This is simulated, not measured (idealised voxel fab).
process module | voxel tone inversion
cross-section cut | 175 nm wide | cells 5 nm
A cross-section is a grid of square cells, given in bands from the top down. A band is one or more rows of cells.
Each band's line starts with the height of the band's top and of its bottom, in nm. Then come its materials from left to right, each with its width in nm. One material with "throughout" fills the band from edge to edge. "air" is empty space.
Height 0 is the level under which the wafer as received is all one material. The lowest band goes on downwards, as in "0 down".
A width such as "30 to 40" changes by the same amount from each row of cells to the next, from the band's top row to its bottom row.
"no change" after a step means that no cell of the cross-section changed.
closed voids: empty space of 8 cells or more with no open way to the top, each as width x height at its distance from the left edge, in nm
after a step's settings: what the simulator itself notes on the step
overlay nm, on a step with a mask: how far to the right of its planned place the mask lay; to the left if negative
plan
1 op RECEIVE | material Si
2 op CONFORMAL_DEP | material SiN | thk nm 5
3 op DIRECTIONAL_DEP | material aC | thk nm 15
4 op PATTERN | tone cover | mask id POSTS | material resist | width nm 25 | pitch nm 55 | thk nm 20 | overlay nm 0
5 op DIRECTIONAL_ETCH | etch materials aC | depth nm 15
6 op STRIP | etch materials resist
7 op FILL_DEP | material lowk | thk nm 5
8 op CMP | height nm 20
9 op STRIP | etch materials aC
10 op CONFORMAL_DEP | material TiN | thk nm 5
11 op FILL_DEP | material Ru | thk nm 5
12 op CMP | height nm 20
13 op CONFORMAL_DEP | material SiCN | thk nm 5
first wafer, as planned
as received, after step 1
  0 down: Si throughout
  closed voids: none
after step 2
  5 to 0: SiN throughout
  below 0: unchanged
after step 3
  20 to 5: aC throughout
  below 5: unchanged
after step 4
  40 to 20: air 20 | resist 25 | air 30 | resist 25 | air 30 | resist 25 | air 20
  below 20: unchanged
after step 5
  25 to 20: air 20 | resist 25 | air 30 | resist 25 | air 30 | resist 25 | air 20
  20 to 5: air 20 | aC 25 | air 30 | aC 25 | air 30 | aC 25 | air 20
  below 5: unchanged
after step 6
  20 to 5: air 20 | aC 25 | air 30 | aC 25 | air 30 | aC 25 | air 20
  below 5: unchanged
after step 7
  25 to 20: lowk throughout
  20 to 5: lowk 20 | aC 25 | lowk 30 | aC 25 | lowk 30 | aC 25 | lowk 20
  below 5: unchanged
after step 8
  20 to 5: lowk 20 | aC 25 | lowk 30 | aC 25 | lowk 30 | aC 25 | lowk 20
  below 5: unchanged
after step 9
  20 to 5: lowk 20 | air 25 | lowk 30 | air 25 | lowk 30 | air 25 | lowk 20
  below 5: unchanged
after step 10
  25 to 20: TiN 25 | air 15 | TiN 40 | air 15 | TiN 40 | air 15 | TiN 25
  20 to 10: lowk 20 | TiN 5 | air 15 | TiN 5 | lowk 30 | TiN 5 | air 15 | TiN 5 | lowk 30 | TiN 5 | air 15 | TiN 5 | lowk 20
  10 to 5: lowk 20 | TiN 25 | lowk 30 | TiN 25 | lowk 30 | TiN 25 | lowk 20
  below 5: unchanged
after step 11
  30 to 25: Ru throughout
  25 to 20: TiN 25 | Ru 15 | TiN 40 | Ru 15 | TiN 40 | Ru 15 | TiN 25
  20 to 10: lowk 20 | TiN 5 | Ru 15 | TiN 5 | lowk 30 | TiN 5 | Ru 15 | TiN 5 | lowk 30 | TiN 5 | Ru 15 | TiN 5 | lowk 20
  below 10: unchanged
after step 12
  20 to 10: lowk 20 | TiN 5 | Ru 15 | TiN 5 | lowk 30 | TiN 5 | Ru 15 | TiN 5 | lowk 30 | TiN 5 | Ru 15 | TiN 5 | lowk 20
  below 10: unchanged
after step 13
  25 to 20: SiCN throughout
  below 20: unchanged
second wafer: like start, like plan, one mistake. Through step 1 it matches the first wafer
when step 2 should have ended
  15 to 0: aC throughout
  below 0: unchanged
when step 3 should have ended
  20 to 15: SiN throughout
  below 15: unchanged
when step 4 should have ended
  40 to 20: air 20 | resist 25 | air 30 | resist 25 | air 30 | resist 25 | air 20
  below 20: unchanged
when step 5 should have ended
  25 to 20: air 20 | resist 25 | air 30 | resist 25 | air 30 | resist 25 | air 20
  below 20: unchanged
when step 6 should have ended
  20 to 15: SiN throughout
  below 15: unchanged
when step 7 should have ended
  25 to 20: lowk throughout
  below 20: unchanged
when step 8 should have ended
  20 to 15: SiN throughout
  below 15: unchanged
when step 9 should have ended: no change
when step 10 should have ended
  25 to 20: TiN throughout
  below 20: unchanged
when step 11 should have ended
  30 to 25: Ru throughout
  below 25: unchanged
when step 12 should have ended
  20 to 15: SiN throughout
  below 15: unchanged
when step 13 should have ended
  25 to 20: SiCN throughout
  below 20: unchanged
what went wrong: steps 2 and 3 were swapped
at the end the second wafer has, in cells: 18 fewer of Ru | 27 fewer of TiN | 105 more of aC | 60 fewer of lowk
